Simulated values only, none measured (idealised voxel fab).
Process module heading - voxel wiring stack
The cross-section shown here is cut; it is 240 nm wide and divided into square cells measuring 5 nm on a side.
Bands, listed from the top down, are how a cross-section gets written in this document; the cross-section itself is a grid of square cells, and a band is one or more rows of them. Per band: top height and bottom height in nm, followed by the left-to-right materials and their widths in nm; "all across" marks a single material spanning edge to edge, "blank" marks empty space. Heights are reckoned from 0. Under this level, the received wafer is all of one material. The bottommost band is open-ended downward, for example "0 -> down". Width "30 to 40": first value at the band's top row of cells, second value at its bottom row, equal change from row to row. What does "everything unchanged" mean for a step? It means no cell of the cross-section changed in that step. Basically, "Closed cavities" tells you about the enclosed voids: empty spaces with no open way to the top, 8 cells or bigger, each written width x height at distance, where distance is from the left edge, all in nm. The remark found on a step's line after its settings is issued by the simulator itself and pertains to that step. overlay nm, on a step with a mask: how far to the right of its planned place the mask lay; to the left if negative.

List of planned process steps
1) op RECEIVE | material Si
2) op CONFORMAL_DEP | material SiO2 | thk nm 15
3) op CONFORMAL_DEP | material SiN | thk nm 5
4) op DIRECTIONAL_DEP | material SiO2 | thk nm 20
5) op MASKED_ETCH | tone open | mask id METAL_1 | width nm 30 | pitch nm 50 | etch materials SiO2 | depth nm 20 | overlay nm 0
6) op MASKED_ETCH | tone open | mask id METAL_1 | width nm 30 | pitch nm 50 | etch materials SiN | depth nm 5 | overlay nm 0
7) op CONFORMAL_DEP | material TiN | thk nm 5
8) op FILL_DEP | material Cu | thk nm 5
9) op CMP | height nm 40
10) op CONFORMAL_DEP | material SiCN | thk nm 5
11) op DIRECTIONAL_DEP | material SiO2 | thk nm 15
12) op PATTERN | tone open | mask id PLUG_1 | material resist | width nm 15 | pitch nm 50 | thk nm 15 | overlay nm 0
13) op DIRECTIONAL_ETCH | etch materials SiO2 | depth nm 15
14) op DIRECTIONAL_ETCH | etch materials SiCN | depth nm 5
15) op STRIP | etch materials resist
16) op CONFORMAL_DEP | material TiN | thk nm 5
17) op FILL_DEP | material Ru | thk nm 5
18) op CMP | height nm 60
19) op DIRECTIONAL_DEP | material TiN | thk nm 5
20) op DIRECTIONAL_DEP | material Ru | thk nm 20
21) op DIRECTIONAL_DEP | material aC | thk nm 10
22) op PATTERN | tone cover | mask id METAL_2 | material resist | width nm 30 | pitch nm 50 | thk nm 25 | overlay nm 0
23) op DIRECTIONAL_ETCH | etch materials aC | depth nm 10
24) op STRIP | etch materials resist
25) op DIRECTIONAL_ETCH | etch materials Ru | depth nm 20
26) op DIRECTIONAL_ETCH | etch materials TiN | depth nm 5
27) op STRIP | etch materials aC
28) op CONFORMAL_DEP | material SiCN | thk nm 5
29) op FILL_DEP | material lowk | thk nm 5
30) op CMP | height nm 85
31) op CONFORMAL_DEP | material SiCN | thk nm 5
32) op DIRECTIONAL_DEP | material SiO2 | thk nm 30
33) op PATTERN | tone open | mask id METAL_3_HOLES | material resist | width nm 15 | pitch nm 100 | thk nm 15 | overlay nm 0
34) op DIRECTIONAL_ETCH | etch materials SiO2 | depth nm 30
35) op STRIP | etch materials resist
36) op PATTERN | tone open | mask id METAL_3 | material resist | width nm 30 | pitch nm 50 | thk nm 20 | overlay nm 0
37) op DIRECTIONAL_ETCH | etch materials SiO2 | depth nm 20
38) op DIRECTIONAL_ETCH | etch materials SiCN | depth nm 5
39) op STRIP | etch materials resist
40) op CONFORMAL_DEP | material TiN | thk nm 5
41) op FILL_DEP | material Cu | thk nm 10
42) op CMP | height nm 120
43) op CONFORMAL_DEP | material SiCN | thk nm 5

Cross-sectional view of the wafer in its as-received condition, corresponding to the state after step 1
    0 -> down  Si all across
    Closed cavities: none

The following cross-section depicts the wafer upon conclusion of the module. Processing commenced from the starting condition illustrated above and adhered to the plan illustrated above, save for one mistake in execution
    140 -> 135  SiCN all across
    135 -> 125  Cu all across
    125 -> 120  35 TiN | 20 Cu | 30 TiN | 20 Cu | 30 TiN | 20 Cu | 30 TiN | 20 Cu | 35 TiN
    120 -> 105  30 SiO2 | 5 TiN | 20 Cu | 5 TiN | 20 SiO2 | 5 TiN | 20 Cu | 5 TiN | 20 SiO2 | 5 TiN | 20 Cu | 5 TiN | 20 SiO2 | 5 TiN | 20 Cu | 5 TiN | 30 SiO2
    105 -> 100  30 SiO2 | 5 TiN | 5 Cu | 20 TiN | 20 SiO2 | 30 TiN | 20 SiO2 | 5 TiN | 5 Cu | 20 TiN | 20 SiO2 | 30 TiN | 30 SiO2
    100 -> 90  30 SiO2 | 5 TiN | 5 Cu | 5 TiN | 85 SiO2 | 5 TiN | 5 Cu | 5 TiN | 95 SiO2
    90 -> 85  30 SiCN | 15 TiN | 85 SiCN | 15 TiN | 95 SiCN
    85 -> 65  25 lowk | 5 SiCN | 30 Ru | 5 SiCN | 10 lowk | 5 SiCN | 30 Ru | 5 SiCN | 10 lowk | 5 SiCN | 30 Ru | 5 SiCN | 10 lowk | 5 SiCN | 30 Ru | 5 SiCN | 25 lowk
    65 -> 60  30 SiCN | 30 TiN | 20 SiCN | 30 TiN | 20 SiCN | 30 TiN | 20 SiCN | 30 TiN | 30 SiCN
    60 -> 45  30 SiO2 | 5 TiN | 5 Ru | 5 TiN | 35 SiO2 | 5 TiN | 5 Ru | 5 TiN | 35 SiO2 | 5 TiN | 5 Ru | 5 TiN | 35 SiO2 | 5 TiN | 5 Ru | 5 TiN | 45 SiO2
    45 -> 40  30 SiCN | 15 TiN | 35 SiCN | 15 TiN | 35 SiCN | 15 TiN | 35 SiCN | 15 TiN | 45 SiCN
    40 -> 20  30 SiO2 | 5 TiN | 20 Cu | 5 TiN | 20 SiO2 | 5 TiN | 20 Cu | 5 TiN | 20 SiO2 | 5 TiN | 20 Cu | 5 TiN | 20 SiO2 | 5 TiN | 20 Cu | 5 TiN | 30 SiO2
    20 -> 15  30 SiN | 30 TiN | 20 SiN | 30 TiN | 20 SiN | 30 TiN | 20 SiN | 30 TiN | 30 SiN
    15 -> 0  SiO2 all across
    0 -> down  Si all across
    Closed cavities: none
Want to know what went wrong? step 42 of the plan was bypassed and not carried out
